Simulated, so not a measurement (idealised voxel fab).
voxel transistor to metal: a process module
The width of the displayed cross-section, cut, is 150 nm; its cells are square, with a size of 5 nm.
Cross-section layout: square cells on a grid; listed as bands, top to bottom; a band spans one or more cell rows.
The band entry comprises the height of the band's top followed by the height of its bottom, expressed in nm, and subsequently the band's materials from left to right, each stated together with its width in nm. Where a single material is marked with the word "edge to edge", that material fills the band from edge to edge. The word "empty" represents empty space.
The reference from which all heights are counted is 0, the level beneath which the as-received wafer is entirely one material; the lowest band, having no lower bound, proceeds downward and is written after the example "from 0 down".
Width spec "30 to 40" -> top row of cells at first value, bottom row at second value, equal per-row change in between.
You'll sometimes find "no change" written for a step, and that's the way of saying that nowhere in the cross-section did a cell change during that step.
Under "Enclosed void catalog" you'll find the enclosed gaps, the ones with no way out to the top, that are 8 cells or bigger; each reads width x height at distance, with distance counted from the left edge, everything in nm.
On each step's line, the part that comes after the settings is the simulator's own comment on the step.
When a step includes a mask, the "overlay nm" setting on its line states how far to the right of its planned place that mask lay, and negative values state how far to the left.

### Process steps - plan
| 1 | RECEIVE: material Si |
| 2 | CONFORMAL_DEP: material SiO2, thk nm 5 |
| 3 | CONFORMAL_DEP: material SiN, thk nm 10 |
| 4 | PATTERN: tone cover, mask id ACTIVE, material resist, width nm 95, thk nm 15, overlay nm 0 |
| 5 | DIRECTIONAL_ETCH: etch materials SiN, depth nm 10 |
| 6 | DIRECTIONAL_ETCH: etch materials SiO2, depth nm 5 |
| 7 | DIRECTIONAL_ETCH: etch materials Si, depth nm 25 |
| 8 | STRIP: etch materials resist |
| 9 | OXIDIZE: depth nm 5 |
| 10 | FILL_DEP: material SiO2, thk nm 10 |
| 11 | CMP: height nm 15 |
| 12 | SELECTIVE_ETCH: etch materials SiO2, depth nm 5 |
| 13 | STRIP: etch materials SiN |
| 14 | SELECTIVE_ETCH: etch materials SiO2, depth nm 5 |
| 15 | OXIDIZE: depth nm 5 |
| 16 | DIRECTIONAL_DEP: material polySi, thk nm 30 |
| 17 | DIRECTIONAL_DEP: material SiCN, thk nm 10 |
| 18 | MASKED_ETCH: tone cover, mask id GATE, width nm 15, etch materials SiCN, depth nm 20, overlay nm 0 |
| 19 | MASKED_ETCH: tone cover, mask id GATE, width nm 15, etch materials polySi, depth nm 40, overlay nm 0 |
| 20 | CONFORMAL_DEP: material SiN, thk nm 10 |
| 21 | DIRECTIONAL_ETCH: etch materials SiN, depth nm 10 |
| 22 | DIRECTIONAL_ETCH: etch materials SiO2, depth nm 5 |
| 23 | DIRECTIONAL_ETCH: etch materials Si, depth nm 10 |
| 24 | EPI: material pSi, thk nm 10 |
| 25 | FILL_DEP: material SiO2, thk nm 5 |
| 26 | CMP: height nm 40 |
| 27 | DIRECTIONAL_DEP: material SiO2, thk nm 15 |
| 28 | MASKED_ETCH: tone open, mask id CONTACT, width nm 20, pitch nm 65, etch materials SiO2, depth nm 60, overlay nm 0 |
| 29 | CONFORMAL_DEP: material TiN, thk nm 5 |
| 30 | FILL_DEP: material Ru, thk nm 5 |
| 31 | CMP: height nm 55 |
| 32 | CONFORMAL_DEP: material SiCN, thk nm 5 |
| 33 | DIRECTIONAL_DEP: material SiO2, thk nm 20 |
| 34 | PATTERN: tone open, mask id METAL_1, material resist, width nm 20, pitch nm 65, thk nm 15, overlay nm 0 |
| 35 | DIRECTIONAL_ETCH: etch materials SiO2, depth nm 20 |
| 36 | DIRECTIONAL_ETCH: etch materials SiCN, depth nm 5 |
| 37 | STRIP: etch materials resist |
| 38 | CONFORMAL_DEP: material TiN, thk nm 5 |
| 39 | FILL_DEP: material Cu, thk nm 5 |
| 40 | CMP: height nm 80 |
| 41 | CONFORMAL_DEP: material SiN, thk nm 5 |

### Shown in cross-section is the wafer as received, that is, as it stands after step 1
- from 0 down  Si edge to edge
- Enclosed void catalog: none

### Here's the cross-section of the first of our two wafers at the end of the module - it ran as planned
- from 85 to 80  SiN edge to edge
- from 80 to 60  SiO2 30 nm, TiN 5 nm, Cu 10 nm, TiN 5 nm, SiO2 45 nm, TiN 5 nm, Cu 10 nm, TiN 5 nm, SiO2 35 nm
- from 60 to 55  SiCN 30 nm, TiN 20 nm, SiCN 45 nm, TiN 20 nm, SiCN 35 nm
- from 55 to 40  SiO2 30 nm, TiN 5 nm, Ru 10 nm, TiN 5 nm, SiO2 45 nm, TiN 5 nm, Ru 10 nm, TiN 5 nm, SiO2 35 nm
- from 40 to 30  SiO2 30 nm, TiN 5 nm, Ru 10 nm, TiN 5 nm, SiO2 5 nm, SiN 10 nm, SiCN 15 nm, SiN 10 nm, SiO2 5 nm, TiN 5 nm, Ru 10 nm, TiN 5 nm, SiO2 35 nm
- from 30 to 10  SiO2 30 nm, TiN 5 nm, Ru 10 nm, TiN 5 nm, SiO2 5 nm, SiN 10 nm, polySi 15 nm, SiN 10 nm, SiO2 5 nm, TiN 5 nm, Ru 10 nm, TiN 5 nm, SiO2 35 nm
- from 10 to 5  SiO2 30 nm, TiN 5 nm, Ru 5 nm, TiN 10 nm, SiO2 5 nm, SiN 10 nm, polySi 15 nm, SiN 10 nm, SiO2 5 nm, TiN 10 nm, Ru 5 nm, TiN 5 nm, SiO2 35 nm
- from 5 to 0  SiO2 20 nm, SiN 10 nm, TiN 5 nm, Ru 5 nm, TiN 5 nm, pSi 10 nm, SiN 10 nm, polySi 15 nm, SiN 10 nm, pSi 10 nm, TiN 5 nm, Ru 5 nm, TiN 5 nm, SiN 10 nm, SiO2 25 nm
- from 0 to -5  SiO2 30 nm, TiN 15 nm, pSi 10 nm, SiO2 35 nm, pSi 10 nm, TiN 15 nm, SiO2 35 nm
- from -5 to -15  SiO2 30 nm, pSi 25 nm, Si 35 nm, pSi 25 nm, SiO2 35 nm
- from -15 to -30  SiO2 30 nm, Si 85 nm, SiO2 35 nm
- from -30 down  Si edge to edge
- Enclosed void catalog: none

### second wafer at the end: like start, like plan, one mistake
- from 85 to 80  SiN edge to edge
- from 80 to 60  Cu 25 nm, TiN 5 nm, SiO2 20 nm, TiN 5 nm, Cu 35 nm, TiN 5 nm, SiO2 20 nm, TiN 5 nm, Cu 30 nm
- from 60 to 55  TiN 30 nm, SiCN 20 nm, TiN 45 nm, SiCN 20 nm, TiN 35 nm
- from 55 to 40  SiO2 30 nm, TiN 5 nm, Ru 10 nm, TiN 5 nm, SiO2 45 nm, TiN 5 nm, Ru 10 nm, TiN 5 nm, SiO2 35 nm
- from 40 to 30  SiO2 30 nm, TiN 5 nm, Ru 10 nm, TiN 5 nm, SiO2 5 nm, SiN 10 nm, SiCN 15 nm, SiN 10 nm, SiO2 5 nm, TiN 5 nm, Ru 10 nm, TiN 5 nm, SiO2 35 nm
- from 30 to 10  SiO2 30 nm, TiN 5 nm, Ru 10 nm, TiN 5 nm, SiO2 5 nm, SiN 10 nm, polySi 15 nm, SiN 10 nm, SiO2 5 nm, TiN 5 nm, Ru 10 nm, TiN 5 nm, SiO2 35 nm
- from 10 to 5  SiO2 30 nm, TiN 5 nm, Ru 5 nm, TiN 10 nm, SiO2 5 nm, SiN 10 nm, polySi 15 nm, SiN 10 nm, SiO2 5 nm, TiN 10 nm, Ru 5 nm, TiN 5 nm, SiO2 35 nm
- from 5 to 0  SiO2 20 nm, SiN 10 nm, TiN 5 nm, Ru 5 nm, TiN 5 nm, pSi 10 nm, SiN 10 nm, polySi 15 nm, SiN 10 nm, pSi 10 nm, TiN 5 nm, Ru 5 nm, TiN 5 nm, SiN 10 nm, SiO2 25 nm
- from 0 to -5  SiO2 30 nm, TiN 15 nm, pSi 10 nm, SiO2 35 nm, pSi 10 nm, TiN 15 nm, SiO2 35 nm
- from -5 to -15  SiO2 30 nm, pSi 25 nm, Si 35 nm, pSi 25 nm, SiO2 35 nm
- from -15 to -30  SiO2 30 nm, Si 85 nm, SiO2 35 nm
- from -30 down  Si edge to edge
- Enclosed void catalog: none
What was the processing mistake? step 34 ran differently from the plan; actual operation with settings: PATTERN: tone cover, mask id METAL_1, material resist, width nm 20, pitch nm 65, thk nm 15, overlay nm 0
The second wafer ends with more or fewer cells of some materials than the first, per final count: Cu: 56 more, SiCN: 14 fewer, SiO2: 56 fewer, TiN: 14 more
